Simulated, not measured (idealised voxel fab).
Title: Process Module voxel air gaps
The figure presents cross-section cut, which has a width of 215 nm and is divided into square cells with an edge length of 5 nm.
How to read a cross-section here: the picture is a grid of square cells, written as bands going from the top down, and any band can span one or more rows of cells.
Per band: top height and bottom height in nm, followed by the left-to-right materials and their widths in nm; "all across" marks a single material spanning edge to edge, "empty" marks empty space.
Counting heights begins at 0, where everything beneath is, in the wafer as received, one material. The lowest band has no bottom; it goes on downwards, as "top 0, no bottom" shows.
A width such as "30->40" changes by the same amount from each row of cells to the next, from the band's top row to its bottom row.
Step marked "remains unaltered"? Then no cell in the cross-section changed in it.
This entry, "Enclosed void catalog", enumerates those empty regions of no fewer than 8 cells that possess no open connection to the top. Each region is reported in the form width x height at distance, the distance being taken from the left edge, with all three quantities expressed in nm.
Anything after a step's settings on that line? It's the simulator's own note about the step.
Steps that use a mask can have "overlay nm" on their line. It says how far the mask sat to the right of where it was meant to be. Negative means to the left.
# Here's what the planned process steps look like
1 RECEIVE [material Si]
2 CONFORMAL_DEP [material SiO2] [thk nm 15]
3 CONFORMAL_DEP [material SiCN] [thk nm 5]
4 DIRECTIONAL_DEP [material SiO2] [thk nm 30]
5 PATTERN [tone open] [mask id LINES] [material resist] [width nm 15] [pitch nm 45] [thk nm 20] [overlay nm 0]
6 DIRECTIONAL_ETCH [etch materials SiO2] [depth nm 30]
7 STRIP [etch materials resist]
8 CONFORMAL_DEP [material TiN] [thk nm 5]
9 FILL_DEP [material W] [thk nm 5]
10 CMP [height nm 50]
11 EPI [material Ru] [thk nm 10]
12 SELECTIVE_ETCH [etch materials SiO2] [depth nm 40]
13 CONFORMAL_DEP [material SiCN] [thk nm 5]
The width nm used in step 5 is not the same on every wafer, whereas the starting condition is; the value printed in the plan is the first wafer's.
# Cross-section: the first of several wafers in its as-received state, i.e. following step 1
top 0, no bottom: Si all across
Enclosed void catalog: none
# Post step 13, the closing step of the module: first of several wafers, cross-sectioned
top 65, bottom 60: empty=15  SiCN=180  empty=20
top 60, bottom 50: empty=15  SiCN=5  Ru=35  SiCN=10  Ru=35  SiCN=10  Ru=35  SiCN=10  Ru=35  SiCN=5  empty=20
top 50, bottom 45: empty=15  SiCN=15  TiN=5  W=5  TiN=5  SiCN=30  TiN=5  W=5  TiN=5  SiCN=30  TiN=5  W=5  TiN=5  SiCN=30  TiN=5  W=5  TiN=5  SiCN=15  empty=20
top 45, bottom 25: empty=25  SiCN=5  TiN=5  W=5  TiN=5  SiCN=5  empty=20  SiCN=5  TiN=5  W=5  TiN=5  SiCN=5  empty=20  SiCN=5  TiN=5  W=5  TiN=5  SiCN=5  empty=20  SiCN=5  TiN=5  W=5  TiN=5  SiCN=5  empty=30
top 25, bottom 20: SiCN=30  TiN=15  SiCN=30  TiN=15  SiCN=30  TiN=15  SiCN=30  TiN=15  SiCN=35
top 20, bottom 15: SiCN all across
top 15, bottom 0: SiO2 all across
top 0, no bottom: Si all across
Enclosed void catalog: 20 x 20 at 50; 20 x 20 at 95; 20 x 20 at 140
# So this is the cross-section on the last wafer at the end of the module
top 65, bottom 60: empty=10  SiCN=195  empty=10
top 60, bottom 50: empty=10  SiCN=5  Ru=185  SiCN=5  empty=10
top 50, bottom 45: empty=10  SiCN=15  TiN=5  W=20  TiN=5  SiO2=15  TiN=5  W=20  TiN=5  SiO2=15  TiN=5  W=20  TiN=5  SiO2=15  TiN=5  W=20  TiN=5  SiCN=15  empty=10
top 45, bottom 25: empty=20  SiCN=5  TiN=5  W=20  TiN=5  SiO2=15  TiN=5  W=20  TiN=5  SiO2=15  TiN=5  W=20  TiN=5  SiO2=15  TiN=5  W=20  TiN=5  SiCN=5  empty=20
top 25, bottom 20: SiCN=25  TiN=30  SiO2=15  TiN=30  SiO2=15  TiN=30  SiO2=15  TiN=30  SiCN=25
top 20, bottom 15: SiCN all across
top 15, bottom 0: SiO2 all across
top 0, no bottom: Si all across
Enclosed void catalog: none
# Each row below is a wafer at the end of the module, listing for every material the number of cells it has gained (+) or lost (-) since it was received, followed by its closed voids
width nm 15 | +56 Ru | +182 SiCN | +129 SiO2 | +52 TiN | +20 W | Enclosed void catalog: 20 x 20 at 50; 20 x 20 at 95; 20 x 20 at 140
width nm 20 | +64 Ru | +170 SiCN | +129 SiO2 | +56 TiN | +40 W | Enclosed void catalog: 15 x 20 at 55; 15 x 20 at 100; 15 x 20 at 145
width nm 25 | +72 Ru | +110 SiCN | +201 SiO2 | +60 TiN | +60 W | Enclosed void catalog: none
width nm 30 | +74 Ru | +110 SiCN | +183 SiO2 | +64 TiN | +80 W | Enclosed void catalog: none
